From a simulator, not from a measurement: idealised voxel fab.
A process module follows: voxel wiring stack.
The figure presents cross-section cut, which has a width of 190 nm and is divided into square cells with an edge length of 5 nm.
If you're reading a cross-section in this doc, picture square cells in a grid; it comes to you as bands, top ones listed first down to the bottom, and a band can be one or more rows of cells. In this notation a band is specified by the heights of its top and bottom, in that order and in nm, after which its materials appear from left to right, each paired with its width in nm. The word "all across" attached to a single material means that material fills the band from edge to edge; the word "blank" stands for empty space. Height datum 0, below which the as-received substrate wafer is one material. Lowest band open at the bottom, running downward: "0..down". It should be noted that a width expressed as "30..40" varies in equal increments from row to row of cells within the band, taking the value of the first number at the top row and that of the second number at the bottom row. Step marked "same as before"? Then no cell in the cross-section changed in it. "Sealed-off cavities": empty spaces of 8 cells or more with no open way to the top, each given as width x height at distance, distance from the left edge, all in nm. Where a step's line continues beyond its settings, the continuation is a remark by the simulator itself on that step. overlay nm: right-of-plan distance of the mask on a masked step; negative values mean left-of-plan.

PLANNED STEP LIST FOR THE PROCESS
1. op RECEIVE | material Si
2. op CONFORMAL_DEP | material SiO2 | thk nm 10
3. op CONFORMAL_DEP | material SiCN | thk nm 5
4. op DIRECTIONAL_DEP | material lowk | thk nm 20
5. op DIRECTIONAL_DEP | material aC | thk nm 15
6. op PATTERN | tone open | mask id METAL_1 | material resist | width nm 25 | pitch nm 55 | thk nm 35 | overlay nm 0
7. op DIRECTIONAL_ETCH | etch materials aC | depth nm 15
8. op STRIP | etch materials resist
9. op DIRECTIONAL_ETCH | etch materials lowk | depth nm 20
10. op DIRECTIONAL_ETCH | etch materials SiCN | depth nm 5
11. op STRIP | etch materials aC
12. op CONFORMAL_DEP | material TiN | thk nm 5
13. op FILL_DEP | material Cu | thk nm 5
14. op CMP | height nm 35
15. op CONFORMAL_DEP | material SiCN | thk nm 5
16. op DIRECTIONAL_DEP | material lowk | thk nm 10
17. op DIRECTIONAL_DEP | material aC | thk nm 10
18. op PATTERN | tone open | mask id PLUG_1 | material resist | width nm 15 | thk nm 30 | overlay nm 0
19. op DIRECTIONAL_ETCH | etch materials aC | depth nm 10
20. op STRIP | etch materials resist
21. op DIRECTIONAL_ETCH | etch materials lowk | depth nm 10
22. op DIRECTIONAL_ETCH | etch materials SiCN | depth nm 5
23. op STRIP | etch materials aC
24. op EPI | material Ru | thk nm 10
25. op EPI | material Ru | thk nm 5
26. op DIRECTIONAL_DEP | material TiN | thk nm 5
27. op DIRECTIONAL_DEP | material Ru | thk nm 15
28. op DIRECTIONAL_DEP | material aC | thk nm 10
29. op PATTERN | tone cover | mask id METAL_2 | material resist | width nm 25 | pitch nm 55 | thk nm 30 | overlay nm 0
30. op DIRECTIONAL_ETCH | etch materials aC | depth nm 10
31. op STRIP | etch materials resist
32. op DIRECTIONAL_ETCH | etch materials Ru | depth nm 15
33. op DIRECTIONAL_ETCH | etch materials TiN | depth nm 5
34. op STRIP | etch materials aC
35. op CONFORMAL_DEP | material SiN | thk nm 5
36. op FILL_DEP | material SiO2 | thk nm 10
37. op CMP | height nm 70
38. op CONFORMAL_DEP | material SiCN | thk nm 5
39. op DIRECTIONAL_DEP | material lowk | thk nm 30
40. op DIRECTIONAL_DEP | material aC | thk nm 15
41. op PATTERN | tone open | mask id METAL_3 | material resist | width nm 25 | pitch nm 55 | thk nm 35 | overlay nm 0
42. op DIRECTIONAL_ETCH | etch materials aC | depth nm 15
43. op STRIP | etch materials resist
44. op DIRECTIONAL_ETCH | etch materials lowk | depth nm 20
45. op STRIP | etch materials aC
46. op PATTERN | tone open | mask id METAL_3_HOLES | material resist | width nm 15 | pitch nm 55 | thk nm 15 | overlay nm 0
47. op DIRECTIONAL_ETCH | etch materials lowk | depth nm 10
48. op DIRECTIONAL_ETCH | etch materials SiCN | depth nm 5
49. op STRIP | etch materials resist
50. op CONFORMAL_DEP | material TiN | thk nm 5
51. op FILL_DEP | material Ru | thk nm 5
52. op CMP | height nm 105
53. op CONFORMAL_DEP | material SiCN | thk nm 5
54. op DIRECTIONAL_DEP | material lowk | thk nm 25
55. op MASKED_ETCH | tone open | mask id METAL_4_HOLES | width nm 15 | pitch nm 55 | etch materials lowk | depth nm 25 | overlay nm 0
56. op DIRECTIONAL_DEP | material aC | thk nm 10
57. op PATTERN | tone open | mask id METAL_4 | material resist | width nm 15 | pitch nm 55 | thk nm 30 | overlay nm 0
58. op DIRECTIONAL_ETCH | etch materials aC | depth nm 10
59. op STRIP | etch materials resist
60. op DIRECTIONAL_ETCH | etch materials lowk | depth nm 15
61. op DIRECTIONAL_ETCH | etch materials SiCN | depth nm 5
62. op STRIP | etch materials aC
63. op CONFORMAL_DEP | material TiN | thk nm 5
64. op FILL_DEP | material Cu | thk nm 10
65. op CMP | height nm 135
66. op CONFORMAL_DEP | material SiCN | thk nm 5
Wafers differ in width nm at step 57; plan lists the first wafer's value; identical starting state.

FIRST WAFER OF SEVERAL, AS RECEIVED: CROSS-SECTION AFTER STEP 1
- 0..down | Si all across
- Sealed-off cavities: none

BELOW, A ROW FOR EVERY WAFER. READ IT AS THE END-OF-MODULE PICTURE: FOR EACH MATERIAL THE WAFER SHOWS ITS CELLS GAINED (+) OR LOST (-) SINCE IT WAS RECEIVED, AND THEN ITS CLOSED VOIDS
width nm 15; +36 Cu; +63 Ru; +167 SiCN; +40 SiN; +148 SiO2; +98 TiN; +512 lowk; Sealed-off cavities: none
width nm 20; +40 Cu; +63 Ru; +167 SiCN; +40 SiN; +148 SiO2; +100 TiN; +506 lowk; Sealed-off cavities: none
width nm 25; +42 Cu; +63 Ru; +165 SiCN; +40 SiN; +148 SiO2; +100 TiN; +506 lowk; Sealed-off cavities: none
width nm 30; +46 Cu; +63 Ru; +165 SiCN; +40 SiN; +148 SiO2; +102 TiN; +500 lowk; Sealed-off cavities: none
width nm 35; +50 Cu; +63 Ru; +165 SiCN; +40 SiN; +148 SiO2; +104 TiN; +494 lowk; Sealed-off cavities: none
width nm 40; +54 Cu; +63 Ru; +165 SiCN; +40 SiN; +148 SiO2; +106 TiN; +488 lowk; Sealed-off cavities: none
